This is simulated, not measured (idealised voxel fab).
process module | voxel local oxidation
cross-section cut | 250 nm wide | cells 5 nm
A cross-section is a grid of square cells, given in bands from the top down. A band is one or more rows of cells.
Each band's line starts with the height of the band's top and of its bottom, in nm. Then come its materials from left to right, each with its width in nm. One material with "throughout" fills the band from edge to edge. "air" is empty space.
Height 0 is the level under which the wafer as received is all one material. The lowest band goes on downwards, as in "0 down".
A width such as "30 to 40" changes by the same amount from each row of cells to the next, from the band's top row to its bottom row.
"no change" after a step means that no cell of the cross-section changed.
closed voids: empty space of 8 cells or more with no open way to the top, each as width x height at its distance from the left edge, in nm
after a step's settings: what the simulator itself notes on the step
overlay nm, on a step with a mask: how far to the right of its planned place the mask lay; to the left if negative
plan
1 op RECEIVE | material Si
2 op CONFORMAL_DEP | material SiO2 | thk nm 5
3 op CONFORMAL_DEP | material SiN | thk nm 15
4 op DIRECTIONAL_DEP | material aC | thk nm 15
5 op PATTERN | tone cover | mask id ACTIVE | material resist | width nm 115 | thk nm 35 | overlay nm 0
6 op DIRECTIONAL_ETCH | etch materials aC | depth nm 15
7 op STRIP | etch materials resist
8 op DIRECTIONAL_ETCH | etch materials SiN | depth nm 15
9 op STRIP | etch materials aC
10 op SELECTIVE_ETCH | etch materials SiO2 | depth nm 5
11 op OXIDIZE | depth nm 15
12 op STRIP | etch materials SiN
varied across the wafers: width nm of step 5. The plan shows the first wafer's value. All wafers start alike
first wafer as received, after step 1
  0 down: Si throughout
  closed voids: none
first wafer at the end, after step 12
  5 to 0: air 70 | SiO2 105 | air 75
  0 to -15: SiO2 85 | Si 75 | SiO2 90
  -15 down: Si throughout
  closed voids: none
last wafer at the end
  5 to 0: air 60 | SiO2 130 | air 60
  0 to -15: SiO2 75 | Si 100 | SiO2 75
  -15 down: Si throughout
  closed voids: none
each wafer at the end: cells of each material gained (+) or lost (-) since it was received, then its closed voids
width nm 115 | -105 Si | +126 SiO2 | closed voids: none
width nm 120 | -102 Si | +124 SiO2 | closed voids: none
width nm 125 | -99 Si | +122 SiO2 | closed voids: none
width nm 130 | -96 Si | +120 SiO2 | closed voids: none
width nm 135 | -93 Si | +118 SiO2 | closed voids: none
width nm 140 | -90 Si | +116 SiO2 | closed voids: none
